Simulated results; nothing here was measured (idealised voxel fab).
This is a process module. Its name is voxel released beams.
Cross-section cut spans 155 nm and uses square cells 5 nm in size.
Each cross-section below is a grid of square cells, stated as bands in top-down order, with one or more rows of cells making up each band. The entry gives the band's vertical extent as a top height and a bottom height in nm, then its horizontal make-up as materials from left to right, each with a width in nm. "air" stands for empty space; a single material marked "edge to edge" fills the band edge to edge. Below 0: as-received wafer, all one material; heights counted from there. Lowest band: no bottom, goes on down, written "0 -> down". Read "30->40" as a graded width: first number on top, second number at the bottom, same change between each pair of neighbouring rows. "nothing got changed" -> step changed no cross-section cell. Entry "Closed empty spaces" = empty spaces >= 8 cells with no open way to the top; each as width x height at distance, distance from left edge, all nm. Where a step's line continues beyond its settings, the continuation is a remark by the simulator itself on that step. The "overlay nm" setting may appear on a step's line; for a step that uses a mask, it gives how far to the right of its planned position the mask lay, and a negative value indicates the left. Everything after this point is organized in pairs: a cross-section before one process step, a cross-section after it that shows only as deep as the lowest changed band, and, under the pair, the intervening step with its settings. Because different runs of this module on the same starting wafer can supply different pairs, a pair continues from the pair above it only if its entry headed "Preceding state" says so.
**Preceding state**
  0 -> down = Si edge to edge
  Closed empty spaces: none
**Structure After Step**
  10 -> 0 = SiN edge to edge
  For the remainder of the cross-section, below 0, there is no change.
  Closed empty spaces: none
Step lying between the two cross-sections just above: CONFORMAL_DEP, material SiN, thk nm 10
Preceding state: cross-section not repeated; it is the one shown after the step in the pair just above.
**Structure After Step**
  30 -> 10 = SiO2 edge to edge
  For the remainder of the cross-section, below 10, there is no change.
  Closed empty spaces: none
Step lying between the two cross-sections just above: DIRECTIONAL_DEP, material SiO2, thk nm 20
Preceding state: cross-section not repeated; it is the one shown after the step in the pair just above.
**Structure After Step**
  30 -> 10 = 30 nm SiO2; 45 nm air; 80 nm SiO2
  For the remainder of the cross-section, below 10, there is no change.
  Closed empty spaces: none
Step lying between the two cross-sections just above: MASKED_ETCH, tone open, mask id ANCHOR, width nm 45, etch materials SiO2, depth nm 20, overlay nm 0
Preceding state: cross-section not repeated; it is the one shown after the step in the pair just above.
**Structure After Step**
  45 -> 30 = 45 nm polySi; 15 nm air; 95 nm polySi
  30 -> 25 = 30 nm SiO2; 15 nm polySi; 15 nm air; 15 nm polySi; 80 nm SiO2
  25 -> 10 = 30 nm SiO2; 45 nm polySi; 80 nm SiO2
  For the remainder of the cross-section, below 10, there is no change.
  Closed empty spaces: none
Step lying between the two cross-sections just above: CONFORMAL_DEP, material polySi, thk nm 15
Preceding state: cross-section not repeated; it is the one shown after the step in the pair just above.
**Structure After Step**
  60 -> 45 = 25 nm air; 100 nm resist; 30 nm air
  45 -> 30 = 45 nm polySi; 15 nm resist; 95 nm polySi
  30 -> 25 = 30 nm SiO2; 15 nm polySi; 15 nm resist; 15 nm polySi; 80 nm SiO2
  For the remainder of the cross-section, below 25, there is no change.
  Closed empty spaces: none
Step lying between the two cross-sections just above: PATTERN, tone cover, mask id BEAM, material resist, width nm 100, thk nm 15, overlay nm 0
Preceding state: cross-section not repeated; it is the one shown after the step in the pair just above.
**Structure After Step**
  60 -> 45 = 25 nm air; 100 nm resist; 30 nm air
  45 -> 30 = 25 nm air; 20 nm polySi; 15 nm resist; 65 nm polySi; 30 nm air
  For the remainder of the cross-section, below 30, there is no change.
  Closed empty spaces: none
Step lying between the two cross-sections just above: DIRECTIONAL_ETCH, etch materials polySi, depth nm 15
Preceding state: cross-section not repeated; it is the one shown after the step in the pair just above.
**Structure After Step**
  45 -> 30 = 25 nm air; 20 nm polySi; 15 nm air; 65 nm polySi; 30 nm air
  30 -> 25 = 30 nm SiO2; 15 nm polySi; 15 nm air; 15 nm polySi; 80 nm SiO2
  For the remainder of the cross-section, below 25, there is no change.
  Closed empty spaces: none
Step lying between the two cross-sections just above: STRIP, etch materials resist
Preceding state: cross-section not repeated; it is the one shown after the step in the pair just above.
**Structure After Step**
  45 -> 30 = 25 nm air; 20 nm polySi; 15 nm air; 65 nm polySi; 30 nm air
  30 -> 25 = 30 nm air; 15 nm polySi; 15 nm air; 15 nm polySi; 80 nm air
  25 -> 10 = 30 nm air; 45 nm polySi; 80 nm air
  For the remainder of the cross-section, below 10, there is no change.
  Closed empty spaces: none
Step lying between the two cross-sections just above: STRIP, etch materials SiO2
**Preceding state**
  0 -> down = Si edge to edge
  Closed empty spaces: none
**Structure After Step**
  20 -> 0 = SiO2 edge to edge
  For the remainder of the cross-section, below 0, there is no change.
  Closed empty spaces: none
Step lying between the two cross-sections just above: DIRECTIONAL_DEP, material SiO2, thk nm 20
Preceding state: cross-section not repeated; it is the one shown after the step in the pair just above.
**Structure After Step**
  20 -> 0 = 30 nm SiO2; 45 nm air; 80 nm SiO2
  For the remainder of the cross-section, below 0, there is no change.
  Closed empty spaces: none
Step lying between the two cross-sections just above: MASKED_ETCH, tone open, mask id ANCHOR, width nm 45, etch materials SiO2, depth nm 20, overlay nm 0
Preceding state: cross-section not repeated; it is the one shown after the step in the pair just above.
**Structure After Step**
  35 -> 20 = 45 nm polySi; 15 nm air; 95 nm polySi
  20 -> 15 = 30 nm SiO2; 15 nm polySi; 15 nm air; 15 nm polySi; 80 nm SiO2
  15 -> 0 = 30 nm SiO2; 45 nm polySi; 80 nm SiO2
  For the remainder of the cross-section, below 0, there is no change.
  Closed empty spaces: none
Step lying between the two cross-sections just above: CONFORMAL_DEP, material polySi, thk nm 15
Preceding state: cross-section not repeated; it is the one shown after the step in the pair just above.
**Structure After Step**
  50 -> 35 = 25 nm air; 100 nm resist; 30 nm air
  35 -> 20 = 45 nm polySi; 15 nm resist; 95 nm polySi
  20 -> 15 = 30 nm SiO2; 15 nm polySi; 15 nm resist; 15 nm polySi; 80 nm SiO2
  For the remainder of the cross-section, below 15, there is no change.
  Closed empty spaces: none
Step lying between the two cross-sections just above: PATTERN, tone cover, mask id BEAM, material resist, width nm 100, thk nm 15, overlay nm 0
Preceding state: cross-section not repeated; it is the one shown after the step in the pair just above.
**Structure After Step**
  50 -> 35 = 25 nm air; 100 nm resist; 30 nm air
  35 -> 20 = 25 nm air; 20 nm polySi; 15 nm resist; 65 nm polySi; 30 nm air
  For the remainder of the cross-section, below 20, there is no change.
  Closed empty spaces: none
Step lying between the two cross-sections just above: DIRECTIONAL_ETCH, etch materials polySi, depth nm 15
Preceding state: cross-section not repeated; it is the one shown after the step in the pair just above.
**Structure After Step**
  35 -> 20 = 25 nm air; 20 nm polySi; 15 nm air; 65 nm polySi; 30 nm air
  20 -> 15 = 30 nm SiO2; 15 nm polySi; 15 nm air; 15 nm polySi; 80 nm SiO2
  For the remainder of the cross-section, below 15, there is no change.
  Closed empty spaces: none
Step lying between the two cross-sections just above: STRIP, etch materials resist
Preceding state: cross-section not repeated; it is the one shown after the step in the pair just above.
**Structure After Step**
  35 -> 20 = 25 nm air; 20 nm polySi; 15 nm air; 65 nm polySi; 30 nm air
  20 -> 15 = 30 nm air; 15 nm polySi; 15 nm air; 15 nm polySi; 80 nm air
  15 -> 0 = 30 nm air; 45 nm polySi; 80 nm air
  For the remainder of the cross-section, below 0, there is no change.
  Closed empty spaces: none
Step lying between the two cross-sections just above: STRIP, etch materials SiO2
**Preceding state**
  45 -> 30 = 45 nm polySi; 15 nm air; 95 nm polySi
  30 -> 25 = 30 nm SiO2; 15 nm polySi; 15 nm air; 15 nm polySi; 80 nm SiO2
  25 -> 10 = 30 nm SiO2; 45 nm polySi; 80 nm SiO2
  10 -> 0 = SiN edge to edge
  0 -> down = Si edge to edge
  Closed empty spaces: none
**Structure After Step**
  60 -> 30 = polySi edge to edge
  30 -> 10 = 30 nm SiO2; 45 nm polySi; 80 nm SiO2
  For the remainder of the cross-section, below 10, there is no change.
  Closed empty spaces: none
Step lying between the two cross-sections just above: CONFORMAL_DEP, material polySi, thk nm 15
Preceding state: cross-section not repeated; it is the one shown after the step in the pair just above.
**Structure After Step**
  75 -> 60 = 25 nm air; 100 nm resist; 30 nm air
  For the remainder of the cross-section, below 60, there is no change.
  Closed empty spaces: none
Step lying between the two cross-sections just above: PATTERN, tone cover, mask id BEAM, material resist, width nm 100, thk nm 15, overlay nm 0
Preceding state: cross-section not repeated; it is the one shown after the step in the pair just above.
**Structure After Step**
  75 -> 60 = 25 nm air; 100 nm resist; 30 nm air
  60 -> 45 = 25 nm air; 100 nm polySi; 30 nm air
  For the remainder of the cross-section, below 45, there is no change.
  Closed empty spaces: none
Step lying between the two cross-sections just above: DIRECTIONAL_ETCH, etch materials polySi, depth nm 15
Preceding state: cross-section not repeated; it is the one shown after the step in the pair just above.
**Structure After Step**
  60 -> 45 = 25 nm air; 100 nm polySi; 30 nm air
  For the remainder of the cross-section, below 45, there is no change.
  Closed empty spaces: none
Step lying between the two cross-sections just above: STRIP, etch materials resist
**Preceding state**
  20 -> 0 = SiO2 edge to edge
  0 -> down = Si edge to edge
  Closed empty spaces: none
**Structure After Step**
  30 -> 20 = SiN edge to edge
  For the remainder of the cross-section, below 20, there is no change.
  Closed empty spaces: none
Step lying between the two cross-sections just above: CONFORMAL_DEP, material SiN, thk nm 10
Preceding state: cross-section not repeated; it is the one shown after the step in the pair just above.
**Structure After Step**
  45 -> 30 = polySi edge to edge
  For the remainder of the cross-section, below 30, there is no change.
  Closed empty spaces: none
Step lying between the two cross-sections just above: CONFORMAL_DEP, material polySi, thk nm 15
Preceding state: cross-section not repeated; it is the one shown after the step in the pair just above.
**Structure After Step**
  60 -> 45 = 25 nm air; 100 nm resist; 30 nm air
  For the remainder of the cross-section, below 45, there is no change.
  Closed empty spaces: none
Step lying between the two cross-sections just above: PATTERN, tone cover, mask id BEAM, material resist, width nm 100, thk nm 15, overlay nm 0
Preceding state: cross-section not repeated; it is the one shown after the step in the pair just above.
**Structure After Step**
  60 -> 45 = 25 nm air; 100 nm resist; 30 nm air
  45 -> 30 = 25 nm air; 100 nm polySi; 30 nm air
  For the remainder of the cross-section, below 30, there is no change.
  Closed empty spaces: none
Step lying between the two cross-sections just above: DIRECTIONAL_ETCH, etch materials polySi, depth nm 15
Preceding state: cross-section not repeated; it is the one shown after the step in the pair just above.
**Structure After Step**
  45 -> 30 = 25 nm air; 100 nm polySi; 30 nm air
  For the remainder of the cross-section, below 30, there is no change.
  Closed empty spaces: none
Step lying between the two cross-sections just above: STRIP, etch materials resist
**Preceding state**
  60 -> 45 = 25 nm air; 100 nm resist; 30 nm air
  45 -> 30 = 45 nm polySi; 15 nm resist; 95 nm polySi
  30 -> 25 = 30 nm SiO2; 15 nm polySi; 15 nm resist; 15 nm polySi; 80 nm SiO2
  25 -> 10 = 30 nm SiO2; 45 nm polySi; 80 nm SiO2
  10 -> 0 = SiN edge to edge
  0 -> down = Si edge to edge
  Closed empty spaces: none
**Structure After Step**
  60 -> 45 = 25 nm air; 100 nm resist; 30 nm air
  45 -> 40 = 25 nm air; 20 nm polySi; 15 nm resist; 65 nm polySi; 30 nm air
  For the remainder of the cross-section, below 40, there is no change.
  Closed empty spaces: none
Step lying between the two cross-sections just above: DIRECTIONAL_ETCH, etch materials polySi, depth nm 5
Preceding state: cross-section not repeated; it is the one shown after the step in the pair just above.
**Structure After Step**
  45 -> 40 = 25 nm air; 20 nm polySi; 15 nm air; 65 nm polySi; 30 nm air
  40 -> 30 = 45 nm polySi; 15 nm air; 95 nm polySi
  30 -> 25 = 30 nm SiO2; 15 nm polySi; 15 nm air; 15 nm polySi; 80 nm SiO2
  For the remainder of the cross-section, below 25, there is no change.
  Closed empty spaces: none
Step lying between the two cross-sections just above: STRIP, etch materials resist
**Preceding state**
  30 -> 10 = SiO2 edge to edge
  10 -> 0 = SiN edge to edge
  0 -> down = Si edge to edge
  Closed empty spaces: none
**Structure After Step**
  30 -> 10 = 30 nm SiO2; 50 nm air; 75 nm SiO2
  For the remainder of the cross-section, below 10, there is no change.
  Closed empty spaces: none
Step lying between the two cross-sections just above: MASKED_ETCH, tone open, mask id ANCHOR, width nm 50, etch materials SiO2, depth nm 20, overlay nm 0
Preceding state: cross-section not repeated; it is the one shown after the step in the pair just above.
**Structure After Step**
  45 -> 30 = 45 nm polySi; 20 nm air; 90 nm polySi
  30 -> 25 = 30 nm SiO2; 15 nm polySi; 20 nm air; 15 nm polySi; 75 nm SiO2
  25 -> 10 = 30 nm SiO2; 50 nm polySi; 75 nm SiO2
  For the remainder of the cross-section, below 10, there is no change.
  Closed empty spaces: none
Step lying between the two cross-sections just above: CONFORMAL_DEP, material polySi, thk nm 15
Preceding state: cross-section not repeated; it is the one shown after the step in the pair just above.
**Structure After Step**
  60 -> 45 = 25 nm air; 100 nm resist; 30 nm air
  45 -> 30 = 45 nm polySi; 20 nm resist; 90 nm polySi
  30 -> 25 = 30 nm SiO2; 15 nm polySi; 20 nm resist; 15 nm polySi; 75 nm SiO2
  For the remainder of the cross-section, below 25, there is no change.
  Closed empty spaces: none
Step lying between the two cross-sections just above: PATTERN, tone cover, mask id BEAM, material resist, width nm 100, thk nm 15, overlay nm 0
Preceding state: cross-section not repeated; it is the one shown after the step in the pair just above.
**Structure After Step**
  60 -> 45 = 25 nm air; 100 nm resist; 30 nm air
  45 -> 30 = 25 nm air; 20 nm polySi; 20 nm resist; 60 nm polySi; 30 nm air
  For the remainder of the cross-section, below 30, there is no change.
  Closed empty spaces: none
Step lying between the two cross-sections just above: DIRECTIONAL_ETCH, etch materials polySi, depth nm 15
Preceding state: cross-section not repeated; it is the one shown after the step in the pair just above.
**Structure After Step**
  45 -> 30 = 25 nm air; 20 nm polySi; 20 nm air; 60 nm polySi; 30 nm air
  30 -> 25 = 30 nm SiO2; 15 nm polySi; 20 nm air; 15 nm polySi; 75 nm SiO2
  For the remainder of the cross-section, below 25, there is no change.
  Closed empty spaces: none
Step lying between the two cross-sections just above: STRIP, etch materials resist
Preceding state: cross-section not repeated; it is the one shown after the step in the pair just above.
**Structure After Step**
  45 -> 30 = 25 nm air; 20 nm polySi; 20 nm air; 60 nm polySi; 30 nm air
  30 -> 25 = 30 nm air; 15 nm polySi; 20 nm air; 15 nm polySi; 75 nm air
  25 -> 10 = 30 nm air; 50 nm polySi; 75 nm air
  For the remainder of the cross-section, below 10, there is no change.
  Closed empty spaces: none
Step lying between the two cross-sections just above: STRIP, etch materials SiO2
**Preceding state**
  45 -> 30 = 45 nm polySi; 15 nm air; 95 nm polySi
  30 -> 25 = 30 nm SiO2; 15 nm polySi; 15 nm air; 15 nm polySi; 80 nm SiO2
  25 -> 10 = 30 nm SiO2; 45 nm polySi; 80 nm SiO2
  10 -> 0 = SiN edge to edge
  0 -> down = Si edge to edge
  Closed empty spaces: none
**Structure After Step**
  60 -> 45 = 35 nm air; 100 nm resist; 20 nm air
  45 -> 30 = 45 nm polySi; 15 nm resist; 95 nm polySi
  30 -> 25 = 30 nm SiO2; 15 nm polySi; 15 nm resist; 15 nm polySi; 80 nm SiO2
  For the remainder of the cross-section, below 25, there is no change.
  Closed empty spaces: none
Step lying between the two cross-sections just above: PATTERN, tone cover, mask id BEAM, material resist, width nm 100, thk nm 15, overlay nm 10
Preceding state: cross-section not repeated; it is the one shown after the step in the pair just above.
**Structure After Step**
  60 -> 45 = 35 nm air; 100 nm resist; 20 nm air
  45 -> 30 = 35 nm air; 10 nm polySi; 15 nm resist; 75 nm polySi; 20 nm air
  For the remainder of the cross-section, below 30, there is no change.
  Closed empty spaces: none
Step lying between the two cross-sections just above: DIRECTIONAL_ETCH, etch materials polySi, depth nm 15
Preceding state: cross-section not repeated; it is the one shown after the step in the pair just above.
**Structure After Step**
  45 -> 30 = 35 nm air; 10 nm polySi; 15 nm air; 75 nm polySi; 20 nm air
  30 -> 25 = 30 nm SiO2; 15 nm polySi; 15 nm air; 15 nm polySi; 80 nm SiO2
  For the remainder of the cross-section, below 25, there is no change.
  Closed empty spaces: none
Step lying between the two cross-sections just above: STRIP, etch materials resist
Preceding state: cross-section not repeated; it is the one shown after the step in the pair just above.
**Structure After Step**
  45 -> 30 = 35 nm air; 10 nm polySi; 15 nm air; 75 nm polySi; 20 nm air
  30 -> 25 = 30 nm air; 15 nm polySi; 15 nm air; 15 nm polySi; 80 nm air
  25 -> 10 = 30 nm air; 45 nm polySi; 80 nm air
  For the remainder of the cross-section, below 10, there is no change.
  Closed empty spaces: none
Step lying between the two cross-sections just above: STRIP, etch materials SiO2
**Preceding state**
  0 -> down = Si edge to edge
  Closed empty spaces: none
**Structure After Step**
  10 -> 0 = polySi edge to edge
  For the remainder of the cross-section, below 0, there is no change.
  Closed empty spaces: none
Step lying between the two cross-sections just above: CONFORMAL_DEP, material polySi, thk nm 10
Preceding state: cross-section not repeated; it is the one shown after the step in the pair just above.
**Structure After Step**
  30 -> 10 = SiO2 edge to edge
  For the remainder of the cross-section, below 10, there is no change.
  Closed empty spaces: none
Step lying between the two cross-sections just above: DIRECTIONAL_DEP, material SiO2, thk nm 20
Preceding state: cross-section not repeated; it is the one shown after the step in the pair just above.
**Structure After Step**
  30 -> 10 = 30 nm SiO2; 45 nm air; 80 nm SiO2
  For the remainder of the cross-section, below 10, there is no change.
  Closed empty spaces: none
Step lying between the two cross-sections just above: MASKED_ETCH, tone open, mask id ANCHOR, width nm 45, etch materials SiO2, depth nm 20, overlay nm 0
Preceding state: cross-section not repeated; it is the one shown after the step in the pair just above.
**Structure After Step**
  45 -> 30 = 45 nm polySi; 15 nm air; 95 nm polySi
  30 -> 25 = 30 nm SiO2; 15 nm polySi; 15 nm air; 15 nm polySi; 80 nm SiO2
  25 -> 10 = 30 nm SiO2; 45 nm polySi; 80 nm SiO2
  For the remainder of the cross-section, below 10, there is no change.
  Closed empty spaces: none
Step lying between the two cross-sections just above: CONFORMAL_DEP, material polySi, thk nm 15
Preceding state: cross-section not repeated; it is the one shown after the step in the pair just above.
**Structure After Step**
  60 -> 45 = 25 nm air; 100 nm resist; 30 nm air
  45 -> 30 = 45 nm polySi; 15 nm resist; 95 nm polySi
  30 -> 25 = 30 nm SiO2; 15 nm polySi; 15 nm resist; 15 nm polySi; 80 nm SiO2
  For the remainder of the cross-section, below 25, there is no change.
  Closed empty spaces: none
Step lying between the two cross-sections just above: PATTERN, tone cover, mask id BEAM, material resist, width nm 100, thk nm 15, overlay nm 0
Preceding state: cross-section not repeated; it is the one shown after the step in the pair just above.
**Structure After Step**
  60 -> 45 = 25 nm air; 100 nm resist; 30 nm air
  45 -> 30 = 25 nm air; 20 nm polySi; 15 nm resist; 65 nm polySi; 30 nm air
  For the remainder of the cross-section, below 30, there is no change.
  Closed empty spaces: none
Step lying between the two cross-sections just above: DIRECTIONAL_ETCH, etch materials polySi, depth nm 15
Preceding state: cross-section not repeated; it is the one shown after the step in the pair just above.
**Structure After Step**
  45 -> 30 = 25 nm air; 20 nm polySi; 15 nm air; 65 nm polySi; 30 nm air
  30 -> 25 = 30 nm SiO2; 15 nm polySi; 15 nm air; 15 nm polySi; 80 nm SiO2
  For the remainder of the cross-section, below 25, there is no change.
  Closed empty spaces: none
Step lying between the two cross-sections just above: STRIP, etch materials resist
Preceding state: cross-section not repeated; it is the one shown after the step in the pair just above.
**Structure After Step**
  45 -> 30 = 25 nm air; 20 nm polySi; 15 nm air; 65 nm polySi; 30 nm air
  30 -> 25 = 30 nm air; 15 nm polySi; 15 nm air; 15 nm polySi; 80 nm air
  25 -> 10 = 30 nm air; 45 nm polySi; 80 nm air
  For the remainder of the cross-section, below 10, there is no change.
  Closed empty spaces: none
Step lying between the two cross-sections just above: STRIP, etch materials SiO2
**Preceding state**
  30 -> 10 = SiO2 edge to edge
  10 -> 0 = SiN edge to edge
  0 -> down = Si edge to edge
  Closed empty spaces: none
**Structure After Step**
  30 -> 10 = 30 nm air; 45 nm SiO2; 80 nm air
  For the remainder of the cross-section, below 10, there is no change.
  Closed empty spaces: none
Step lying between the two cross-sections just above: MASKED_ETCH, tone cover, mask id ANCHOR, width nm 45, etch materials SiO2, depth nm 20, overlay nm 0
Preceding state: cross-section not repeated; it is the one shown after the step in the pair just above.
**Structure After Step**
  45 -> 30 = 15 nm air; 75 nm polySi; 65 nm air
  30 -> 25 = 15 nm air; 15 nm polySi; 45 nm SiO2; 15 nm polySi; 65 nm air
  25 -> 10 = 30 nm polySi; 45 nm SiO2; 80 nm polySi
  For the remainder of the cross-section, below 10, there is no change.
  Closed empty spaces: none
Step lying between the two cross-sections just above: CONFORMAL_DEP, material polySi, thk nm 15
Preceding state: cross-section not repeated; it is the one shown after the step in the pair just above.
**Structure After Step**
  60 -> 45 = 25 nm air; 100 nm resist; 30 nm air
  45 -> 30 = 15 nm air; 75 nm polySi; 35 nm resist; 30 nm air
  30 -> 25 = 15 nm air; 15 nm polySi; 45 nm SiO2; 15 nm polySi; 35 nm resist; 30 nm air
  For the remainder of the cross-section, below 25, there is no change.
  Closed empty spaces: none
Step lying between the two cross-sections just above: PATTERN, tone cover, mask id BEAM, material resist, width nm 100, thk nm 15, overlay nm 0
Preceding state: cross-section not repeated; it is the one shown after the step in the pair just above.
**Structure After Step**
  60 -> 45 = 25 nm air; 100 nm resist; 30 nm air
  45 -> 30 = 25 nm air; 65 nm polySi; 35 nm resist; 30 nm air
  30 -> 25 = 15 nm air; 15 nm polySi; 45 nm SiO2; 15 nm polySi; 35 nm resist; 30 nm air
  25 -> 10 = 15 nm air; 15 nm polySi; 45 nm SiO2; 50 nm polySi; 30 nm air
  For the remainder of the cross-section, below 10, there is no change.
  Closed empty spaces: none
Step lying between the two cross-sections just above: DIRECTIONAL_ETCH, etch materials polySi, depth nm 15
Preceding state: cross-section not repeated; it is the one shown after the step in the pair just above.
**Structure After Step**
  45 -> 30 = 25 nm air; 65 nm polySi; 65 nm air
  30 -> 25 = 15 nm air; 15 nm polySi; 45 nm SiO2; 15 nm polySi; 65 nm air
  For the remainder of the cross-section, below 25, there is no change.
  Closed empty spaces: none
Step lying between the two cross-sections just above: STRIP, etch materials resist
